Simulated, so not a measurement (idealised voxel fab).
Documented hereafter: the process module known as voxel transistor to metal.
cross-section cut | 165 nm wide | cells 5 nm
For the purposes of this document, a cross-section shall be understood as a grid of square cells, specified as bands listed in top-to-bottom order, each band consisting of one or more rows of cells.
Within each band entry, the heights of the top and of the bottom of the band appear first, in that order and in nm; the materials of the band then follow from left to right, each with its corresponding width in nm. The designation "edge to edge" on a single material indicates that it fills the band from edge to edge; the designation "blank" indicates empty space.
Ref level 0: as-received wafer is one material below here. Bottom band extends down with no lower bound ("0..down").
Note: "30 to 40" means the width goes from the first number (top row of the band) to the second number (bottom row) in equal steps per row of cells.
Step marked "no change occurred"? Then no cell in the cross-section changed in it.
Reported under the label "Closed void list" are the empty spaces having no open way to the top and comprising 8 cells or more; the notation for each is width x height at distance, in which the distance is measured from the left edge and all three values are in nm.
It should be noted that, on the line of a given step, the content following the step's settings is a remark produced by the simulator itself with respect to that step.
overlay nm: on a step with a mask, how far right of its planned place the mask lay; negative means left.
Process steps (planned):
1: RECEIVE,material Si
2: OXIDIZE,depth nm 5
3: CONFORMAL_DEP,material SiN,thk nm 15
4: MASKED_ETCH,tone cover,mask id ACTIVE,width nm 105,etch materials SiN,depth nm 15,overlay nm 0
5: MASKED_ETCH,tone cover,mask id ACTIVE,width nm 105,etch materials SiO2,depth nm 5,overlay nm 0
6: MASKED_ETCH,tone cover,mask id ACTIVE,width nm 105,etch materials Si,depth nm 35,overlay nm 0
7: FILL_DEP,material SiO2,thk nm 10
8: CMP,height nm 15
9: SELECTIVE_ETCH,etch materials SiO2,depth nm 15
10: STRIP,etch materials SiN
11: SELECTIVE_ETCH,etch materials SiO2,depth nm 5
12: OXIDIZE,depth nm 5
13: DIRECTIONAL_DEP,material polySi,thk nm 20
14: DIRECTIONAL_DEP,material SiCN,thk nm 15
15: PATTERN,tone cover,mask id GATE,material resist,width nm 15,thk nm 15,overlay nm 0
16: DIRECTIONAL_ETCH,etch materials SiCN,depth nm 25
17: DIRECTIONAL_ETCH,etch materials polySi,depth nm 30
18: STRIP,etch materials resist
19: CONFORMAL_DEP,material SiN,thk nm 5
20: DIRECTIONAL_ETCH,etch materials SiN,depth nm 5
21: DIRECTIONAL_ETCH,etch materials SiO2,depth nm 5
22: DIRECTIONAL_ETCH,etch materials Si,depth nm 15
23: EPI,material SiGe,thk nm 15
24: FILL_DEP,material SiO2,thk nm 5
25: CMP,height nm 30
26: DIRECTIONAL_DEP,material SiO2,thk nm 10
27: DIRECTIONAL_DEP,material aC,thk nm 10
28: PATTERN,tone open,mask id CONTACT,material resist,width nm 20,pitch nm 75,thk nm 25,overlay nm 0
29: DIRECTIONAL_ETCH,etch materials aC,depth nm 10
30: STRIP,etch materials resist
31: DIRECTIONAL_ETCH,etch materials SiO2,depth nm 50
32: STRIP,etch materials aC
33: CONFORMAL_DEP,material TiN,thk nm 5
34: FILL_DEP,material Ru,thk nm 5
35: CMP,height nm 40
36: DIRECTIONAL_DEP,material TiN,thk nm 5
37: DIRECTIONAL_DEP,material Ru,thk nm 25
38: PATTERN,tone cover,mask id METAL_1,material resist,width nm 20,pitch nm 75,thk nm 15,overlay nm 0
39: DIRECTIONAL_ETCH,etch materials Ru,depth nm 25
40: DIRECTIONAL_ETCH,etch materials TiN,depth nm 5
41: STRIP,etch materials resist
42: CONFORMAL_DEP,material SiCN,thk nm 5
43: FILL_DEP,material SiO2,thk nm 10
44: CMP,height nm 70
45: CONFORMAL_DEP,material SiN,thk nm 5
Delivered wafer in cross-section: state after step 1:
- 0..down = Si edge to edge
- Closed void list: none
Starting wafer: above. Plan: above. Run: one mistake. Cross-section after the module: below:
- 75..70 = SiN edge to edge
- 70..45 = 30 SiO2, then 5 SiCN, then 20 Ru, then 5 SiCN, then 45 SiO2, then 5 SiCN, then 20 Ru, then 5 SiCN, then 30 SiO2
- 45..40 = 35 SiCN, then 20 TiN, then 55 SiCN, then 20 TiN, then 35 SiCN
- 40..30 = 35 SiO2, then 5 TiN, then 10 Ru, then 5 TiN, then 55 SiO2, then 5 TiN, then 10 Ru, then 5 TiN, then 35 SiO2
- 30..15 = 35 SiO2, then 5 TiN, then 10 Ru, then 5 TiN, then 15 SiO2, then 5 SiN, then 15 SiCN, then 5 SiN, then 15 SiO2, then 5 TiN, then 10 Ru, then 5 TiN, then 35 SiO2
- 15..5 = 35 SiO2, then 5 TiN, then 10 Ru, then 5 TiN, then 15 SiO2, then 5 SiN, then 15 polySi, then 5 SiN, then 15 SiO2, then 5 TiN, then 10 Ru, then 5 TiN, then 35 SiO2
- 5..-5 = 35 SiO2, then 5 TiN, then 10 Ru, then 5 TiN, then 15 SiGe, then 5 SiN, then 15 polySi, then 5 SiN, then 15 SiGe, then 5 TiN, then 10 Ru, then 5 TiN, then 35 SiO2
- -5..-10 = 10 SiO2, then 5 SiN, then 10 SiO2, then 5 SiN, then 5 SiO2, then 20 TiN, then 15 SiGe, then 25 SiO2, then 15 SiGe, then 20 TiN, then 5 SiO2, then 5 SiN, then 10 SiO2, then 5 SiN, then 10 SiO2
- -10..-20 = 10 SiO2, then 5 SiN, then 10 SiO2, then 5 SiN, then 5 SiO2, then 35 SiGe, then 25 Si, then 35 SiGe, then 5 SiO2, then 5 SiN, then 10 SiO2, then 5 SiN, then 10 SiO2
- -20..-25 = 35 SiO2, then 35 SiGe, then 25 Si, then 35 SiGe, then 35 SiO2
- -25..-40 = 30 SiO2, then 105 Si, then 30 SiO2
- -40..down = Si edge to edge
- Closed void list: none
Heads up, the wafer didn't run the way we planned it: step 10 occupied the plan position of step 9, and the converse holds as well
